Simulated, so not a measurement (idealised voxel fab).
This is a process module. Its name is voxel local oxidation.
The cross-section on display is named cut; it measures 220 nm wide, and its cells are 5 nm squares.
Bands, listed from the top down, are how a cross-section gets written in this document; the cross-section itself is a grid of square cells, and a band is one or more rows of them. Within each band entry, the heights of the top and of the bottom of the band appear first, in that order and in nm; the materials of the band then follow from left to right, each with its corresponding width in nm. The designation "throughout" on a single material indicates that it fills the band from edge to edge; the designation "air" indicates empty space. Convention: height 0 is the level below which the wafer, as received, is all one material. The lowest band does not terminate at the bottom but continues downward, represented as "top 0, no bottom". When a width is written as two numbers, as in "30->40", the first number is the width in the top row of cells of the band and the second is the width in its bottom row, and the width changes by the same amount from each row to the next. The cross-section has no changed cell in any step marked "changes: none". Closed-off voids of 8+ cells (no open route to the top) go in "Closed empty spaces", written width x height at distance from the left edge, in nm. On each step's line, the part that comes after the settings is the simulator's own comment on the step. Regarding "overlay nm": on a step with a mask, it is the distance the mask lay to the right of its planned place; a negative value places it to the left.

## Planned process steps
1,RECEIVE (material Si)
2,OXIDIZE (depth nm 5)
3,CONFORMAL_DEP (material SiN; thk nm 15)
4,PATTERN (tone cover; mask id ACTIVE; material resist; width nm 110; thk nm 15; overlay nm 0)
5,DIRECTIONAL_ETCH (etch materials SiN; depth nm 15)
6,STRIP (etch materials resist)
7,SELECTIVE_ETCH (etch materials SiO2; depth nm 5)
8,OXIDIZE (depth nm 10)
9,STRIP (etch materials SiN)

## First of two wafers: run as planned

## Cross-section of the wafer as it came to us, i.e., already through step 1
- top 0, no bottom: Si throughout
- Closed empty spaces: none

## Wafer after step 2 (cross-section)
- top 0, bottom -5: SiO2 throughout
- No changes below -5.

## Wafer after step 3 (cross-section)
- top 15, bottom 0: SiN throughout
- No changes below 0.

## Wafer after step 4 (cross-section)
- top 30, bottom 15: 55 of air / 110 of resist / 55 of air
- No changes below 15.

## Wafer after step 5 (cross-section)
- top 30, bottom 15: 55 of air / 110 of resist / 55 of air
- top 15, bottom 0: 55 of air / 110 of SiN / 55 of air
- No changes below 0.

## Wafer after step 6 (cross-section)
- top 15, bottom 0: 55 of air / 110 of SiN / 55 of air
- No changes below 0.

## Wafer after step 7 (cross-section)
- top 15, bottom 0: 55 of air / 110 of SiN / 55 of air
- top 0, bottom -5: 60 of air / 100 of SiO2 / 60 of air
- No changes below -5.

## Wafer after step 8 (cross-section)
- top 15, bottom 0: 55 of air / 110 of SiN / 55 of air
- top 0, bottom -5: 60 of air / 100 of SiO2 / 60 of air
- top -5, bottom -15: 70 of SiO2 / 80 of Si / 70 of SiO2
- No changes below -15.

## Wafer after step 9 (cross-section)
- top 0, bottom -5: 60 of air / 100 of SiO2 / 60 of air
- No changes below -5.

## The second wafer was prepared from the same starting point and under the same plan as the first; its processing contained one mistake, and it remains indistinguishable from the first wafer up to and including step 8

The second wafer cut through, at the time step 9 was supposed to be finished: changes: none
Run error: step 9 from the plan never happened, it was just skipped
Wafer comparison, final, in cells, second relative to first, materials more or fewer: +66 SiN
